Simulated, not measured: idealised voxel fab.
Presented below is a process module, voxel spacer lines.
Each square cell in cross-section cut measures 5 nm, and the section as a whole is 260 nm wide.
Cross-section layout: square cells on a grid; listed as bands, top to bottom; a band spans one or more cell rows. Band entry format. Leading values: height of top, height of bottom, nm. Remainder: materials in left-to-right order, each with its width in nm. Special words: "edge to edge" on a single material, which then fills the band edge to edge; "blank", empty space. Heights from 0 (as-received wafer is one material below). Bottom band endless downward, as "0 and below". A width such as "30..40" changes by the same amount from each row of cells to the next, from the band's top row to its bottom row. You'll sometimes find "remained the same" written for a step, and that's the way of saying that nowhere in the cross-section did a cell change during that step. Fully closed voids: empty space of 8 cells or more with no open way to the top, each as width x height at its distance from the left edge, in nm. Where a step's line continues beyond its settings, the continuation is a remark by the simulator itself on that step. overlay nm: mask right of planned place by this much (step with mask). Neg. = left.

## Planned process steps
1: RECEIVE with material Si
2: CONFORMAL_DEP with material SiO2, thk nm 5
3: DIRECTIONAL_DEP with material TiN, thk nm 15
4: DIRECTIONAL_DEP with material aC, thk nm 25
5: PATTERN with tone cover, mask id MANDREL, material resist, width nm 25, pitch nm 80, thk nm 35, overlay nm -15
6: DIRECTIONAL_ETCH with etch materials aC, depth nm 25
7: STRIP with etch materials resist
8: CONFORMAL_DEP with material SiN, thk nm 15
9: DIRECTIONAL_ETCH with etch materials SiN, depth nm 15
10: STRIP with etch materials aC
11: DIRECTIONAL_ETCH with etch materials TiN, depth nm 15
12: STRIP with etch materials SiN
Be aware that, although all wafers share a common starting state, the overlay nm at step 5 differs among them, and the plan displays the first wafer's value.

## Received wafers, first of several: cross-section after step 1
- 0 and below  Si edge to edge
- Fully closed voids: none

## First of several wafers: cross-section at the end of the module, after step 12, its last step
- 20 down to 5  blank=5 | TiN=15 | blank=25 | TiN=15 | blank=25 | TiN=15 | blank=25 | TiN=15 | blank=25 | TiN=15 | blank=25 | TiN=15 | blank=40
- 5 down to 0  SiO2 edge to edge
- 0 and below  Si edge to edge
- Fully closed voids: none

## Final wafer of several, shown in cross-section at the end of the module
- 20 down to 5  blank=35 | TiN=15 | blank=25 | TiN=15 | blank=25 | TiN=15 | blank=25 | TiN=15 | blank=25 | TiN=15 | blank=25 | TiN=15 | blank=10
- 5 down to 0  SiO2 edge to edge
- 0 and below  Si edge to edge
- Fully closed voids: none

## Tabulated below, wafer by wafer, are the end-of-module results: for each material, the number of cells gained (+) or lost (-) relative to the as-received state, followed by the closed voids
overlay nm -15; +52 SiO2; +54 TiN; Fully closed voids: none
overlay nm -10; +52 SiO2; +54 TiN; Fully closed voids: none
overlay nm -5; +52 SiO2; +54 TiN; Fully closed voids: none
overlay nm 0; +52 SiO2; +54 TiN; Fully closed voids: none
overlay nm 5; +52 SiO2; +54 TiN; Fully closed voids: none
overlay nm 10; +52 SiO2; +54 TiN; Fully closed voids: none
overlay nm 15; +52 SiO2; +54 TiN; Fully closed voids: none
